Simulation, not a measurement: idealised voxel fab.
process module | voxel tone inversion
cross-section cut | 150 nm wide | cells 5 nm
A cross-section is a grid of square cells, given in bands from the top down. A band is one or more rows of cells.
Each band's line starts with the height of the band's top and of its bottom, in nm. Then come its materials from left to right, each with its width in nm. One material with "throughout" fills the band from edge to edge. "air" is empty space.
Height 0 is the level under which the wafer as received is all one material. The lowest band goes on downwards, as in "0 down".
A width such as "30 to 40" changes by the same amount from each row of cells to the next, from the band's top row to its bottom row.
"no change" after a step means that no cell of the cross-section changed.
closed voids: empty space of 8 cells or more with no open way to the top, each as width x height at its distance from the left edge, in nm
after a step's settings: what the simulator itself notes on the step
overlay nm, on a step with a mask: how far to the right of its planned place the mask lay; to the left if negative
plan
1 op RECEIVE | material Si
2 op CONFORMAL_DEP | material SiN | thk nm 5
3 op DIRECTIONAL_DEP | material aC | thk nm 15
4 op PATTERN | tone cover | mask id POSTS | material resist | width nm 15 | pitch nm 40 | thk nm 25 | overlay nm 0
5 op DIRECTIONAL_ETCH | etch materials aC | depth nm 15
6 op STRIP | etch materials resist
7 op FILL_DEP | material SiO2 | thk nm 10
8 op CMP | height nm 20
9 op STRIP | etch materials aC
varied across the wafers: width nm of step 4. The plan shows the first wafer's value. All wafers start alike
first wafer as received, after step 1
  0 down: Si throughout
  closed voids: none
each wafer at the end: cells of each material gained (+) or lost (-) since it was received, then its closed voids
width nm 15 | +30 SiN | +72 SiO2 | closed voids: none
width nm 20 | +30 SiN | +66 SiO2 | closed voids: none
width nm 25 | +30 SiN | +60 SiO2 | closed voids: none
